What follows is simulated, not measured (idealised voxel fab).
process module | voxel self aligned contacts
cross-section cut | 230 nm wide | cells 5 nm
A cross-section is a grid of square cells, given in bands from the top down. A band is one or more rows of cells.
Each band's line starts with the height of the band's top and of its bottom, in nm. Then come its materials from left to right, each with its width in nm. One material with "throughout" fills the band from edge to edge. "air" is empty space.
Height 0 is the level under which the wafer as received is all one material. The lowest band goes on downwards, as in "0 down".
A width such as "30 to 40" changes by the same amount from each row of cells to the next, from the band's top row to its bottom row.
"no change" after a step means that no cell of the cross-section changed.
closed voids: empty space of 8 cells or more with no open way to the top, each as width x height at its distance from the left edge, in nm
after a step's settings: what the simulator itself notes on the step
overlay nm, on a step with a mask: how far to the right of its planned place the mask lay; to the left if negative
plan
1 op RECEIVE | material Si
2 op CONFORMAL_DEP | material SiO2 | thk nm 5
3 op DIRECTIONAL_DEP | material polySi | thk nm 20
4 op DIRECTIONAL_DEP | material SiN | thk nm 15
5 op DIRECTIONAL_DEP | material aC | thk nm 15
6 op PATTERN | tone cover | mask id GATE | material resist | width nm 30 | pitch nm 55 | thk nm 30 | overlay nm -15
7 op DIRECTIONAL_ETCH | etch materials aC | depth nm 15
8 op STRIP | etch materials resist
9 op DIRECTIONAL_ETCH | etch materials SiN | depth nm 15
10 op DIRECTIONAL_ETCH | etch materials polySi | depth nm 20
11 op STRIP | etch materials aC
12 op CONFORMAL_DEP | material SiN | thk nm 5
13 op DIRECTIONAL_ETCH | etch materials SiN | depth nm 5
14 op FILL_DEP | material SiO2 | thk nm 15
15 op CMP | height nm 50
16 op DIRECTIONAL_DEP | material aC | thk nm 15
17 op PATTERN | tone open | mask id CONTACT | material resist | width nm 35 | pitch nm 55 | thk nm 35 | overlay nm 0
18 op DIRECTIONAL_ETCH | etch materials aC | depth nm 15
19 op STRIP | etch materials resist
20 op DIRECTIONAL_ETCH | etch materials SiO2 | depth nm 50
21 op STRIP | etch materials aC
22 op CONFORMAL_DEP | material TiN | thk nm 5
23 op FILL_DEP | material Ru | thk nm 5
24 op CMP | height nm 50
25 op CONFORMAL_DEP | material SiCN | thk nm 5
varied across the wafers: overlay nm of step 6. The plan shows the first wafer's value. All wafers start alike
first wafer as received, after step 1
  0 down: Si throughout
  closed voids: none
first wafer at the end, after step 25
  55 to 50: SiCN throughout
  50 to 45: SiO2 70 | TiN 5 | Ru 25 | TiN 5 | SiO2 20 | TiN 5 | Ru 25 | TiN 5 | SiO2 70
  45 to 40: SiO2 70 | TiN 35 | SiO2 20 | TiN 35 | SiO2 70
  40 to 25: SiO2 25 | SiN 40 | SiO2 5 | TiN 10 | SiN 40 | SiO2 5 | TiN 10 | SiN 40 | SiO2 55
  25 to 5: SiO2 25 | SiN 5 | polySi 30 | SiN 5 | SiO2 5 | TiN 10 | SiN 5 | polySi 30 | SiN 5 | SiO2 5 | TiN 10 | SiN 5 | polySi 30 | SiN 5 | SiO2 55
  5 to 0: SiO2 70 | TiN 10 | SiO2 45 | TiN 10 | SiO2 95
  0 down: Si throughout
  closed voids: none
last wafer at the end
  55 to 50: SiCN throughout
  50 to 45: SiO2 70 | TiN 5 | Ru 25 | TiN 5 | SiO2 20 | TiN 5 | Ru 25 | TiN 5 | SiO2 70
  45 to 40: SiO2 70 | TiN 35 | SiO2 20 | TiN 35 | SiO2 70
  40 to 25: SiO2 55 | SiN 40 | TiN 10 | SiO2 5 | SiN 40 | TiN 10 | SiO2 5 | SiN 40 | SiO2 25
  25 to 5: SiO2 55 | SiN 5 | polySi 30 | SiN 5 | TiN 10 | SiO2 5 | SiN 5 | polySi 30 | SiN 5 | TiN 10 | SiO2 5 | SiN 5 | polySi 30 | SiN 5 | SiO2 25
  5 to 0: SiO2 95 | TiN 10 | SiO2 45 | TiN 10 | SiO2 70
  0 down: Si throughout
  closed voids: none
each wafer at the end: cells of each material gained (+) or lost (-) since it was received, then its closed voids
overlay nm -15 | +10 Ru | +46 SiCN | +96 SiN | +232 SiO2 | +50 TiN | +72 polySi | closed voids: none
overlay nm -10 | +26 Ru | +46 SiCN | +96 SiN | +216 SiO2 | +50 TiN | +72 polySi | closed voids: none
overlay nm -5 | +26 Ru | +46 SiCN | +96 SiN | +216 SiO2 | +50 TiN | +72 polySi | closed voids: none
overlay nm 0 | +26 Ru | +46 SiCN | +96 SiN | +216 SiO2 | +50 TiN | +72 polySi | closed voids: none
overlay nm 5 | +26 Ru | +46 SiCN | +96 SiN | +216 SiO2 | +50 TiN | +72 polySi | closed voids: none
overlay nm 10 | +26 Ru | +46 SiCN | +96 SiN | +216 SiO2 | +50 TiN | +72 polySi | closed voids: none
overlay nm 15 | +10 Ru | +46 SiCN | +96 SiN | +232 SiO2 | +50 TiN | +72 polySi | closed voids: none
